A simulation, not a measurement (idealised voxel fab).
voxel tone inversion: a process module
Each square cell in cross-section cut measures 5 nm, and the section as a whole is 180 nm wide.
Cross-section = grid of square cells, listed top down in bands; band = one or more rows.
Read a band's entry like this: the first values are the height of its top and the height of its bottom in nm, and what follows is the sequence of materials from left to right, each with its width in nm. Note that "air" is empty space, and that a single material marked "edge to edge" reaches across the band from edge to edge.
Height is counted from the level 0, under which the received wafer is composed throughout of one material. The lowest of the bands is not closed at the bottom but continues downward, in the notation "0 down".
The width entry "30..40" should be interpreted row by row: the top row of cells in the band takes the first number, the bottom row takes the second number, and the change between adjacent rows is uniform throughout.
"all unchanged", as given for a step, is the statement that not any cell of the cross-section underwent a change during that step.
"Tabulated closed voids": sealed empty spaces, 8 cells or more, no open way to top, listed width x height at distance, with distance from the left edge and width, height and distance in nm.
What comes after the settings on a step's line is commentary from the simulator itself on that step.
Among the settings permitted on a step's line is "overlay nm"; applied to a step with a mask, it specifies the extent to which the mask lay to the right of its planned position, whereas a negative figure signifies a position to the left.

[The following list gives the planned process steps]
step 1: RECEIVE: material Si
step 2: CONFORMAL_DEP: material SiCN, thk nm 5
step 3: DIRECTIONAL_DEP: material aC, thk nm 15
step 4: PATTERN: tone cover, mask id POSTS, material resist, width nm 15, pitch nm 35, thk nm 20, overlay nm -15
step 5: DIRECTIONAL_ETCH: etch materials aC, depth nm 15
step 6: STRIP: etch materials resist
step 7: FILL_DEP: material SiO2, thk nm 10
step 8: CMP: height nm 20
step 9: STRIP: etch materials aC
step 10: CONFORMAL_DEP: material TiN, thk nm 5
step 11: FILL_DEP: material Ru, thk nm 5
step 12: CMP: height nm 20
step 13: CONFORMAL_DEP: material SiCN, thk nm 5
For clarity, it should be stated that the wafers under discussion commence in an identical condition and differ with respect to the overlay nm of step 4, the plan indicating the value that the first wafer had.

[Cross-section, first of several wafers, as delivered after step 1]
    0 down  Si edge to edge
    Tabulated closed voids: none

[The first of several wafers, seen in cross-section after the module's last step, step 13]
    25 to 20  SiCN edge to edge
    20 to 10  30 nm SiO2 | 5 nm TiN | 5 nm Ru | 5 nm TiN | 20 nm SiO2 | 5 nm TiN | 5 nm Ru | 5 nm TiN | 20 nm SiO2 | 5 nm TiN | 5 nm Ru | 5 nm TiN | 65 nm SiO2
    10 to 5  30 nm SiO2 | 15 nm TiN | 20 nm SiO2 | 15 nm TiN | 20 nm SiO2 | 15 nm TiN | 65 nm SiO2
    5 to 0  SiCN edge to edge
    0 down  Si edge to edge
    Tabulated closed voids: none

[Cross-section at module completion, last wafer]
    25 to 20  SiCN edge to edge
    20 to 10  60 nm SiO2 | 5 nm TiN | 5 nm Ru | 5 nm TiN | 20 nm SiO2 | 5 nm TiN | 5 nm Ru | 5 nm TiN | 20 nm SiO2 | 5 nm TiN | 5 nm Ru | 5 nm TiN | 35 nm SiO2
    10 to 5  60 nm SiO2 | 15 nm TiN | 20 nm SiO2 | 15 nm TiN | 20 nm SiO2 | 15 nm TiN | 35 nm SiO2
    5 to 0  SiCN edge to edge
    0 down  Si edge to edge
    Tabulated closed voids: none

[Heads up, this table goes wafer by wafer. A row tells you, at the end of the module, how many cells of each material that wafer has put on (+) or dropped (-) since it was received, and then its closed voids]
overlay nm -15 | +6 Ru | +72 SiCN | +81 SiO2 | +21 TiN | Tabulated closed voids: none
overlay nm -10 | +6 Ru | +72 SiCN | +81 SiO2 | +21 TiN | Tabulated closed voids: none
overlay nm -5 | +6 Ru | +72 SiCN | +81 SiO2 | +21 TiN | Tabulated closed voids: none
overlay nm 0 | +6 Ru | +72 SiCN | +81 SiO2 | +21 TiN | Tabulated closed voids: none
overlay nm 5 | +6 Ru | +72 SiCN | +81 SiO2 | +21 TiN | Tabulated closed voids: none
overlay nm 10 | +6 Ru | +72 SiCN | +81 SiO2 | +21 TiN | Tabulated closed voids: none
overlay nm 15 | +6 Ru | +72 SiCN | +81 SiO2 | +21 TiN | Tabulated closed voids: none
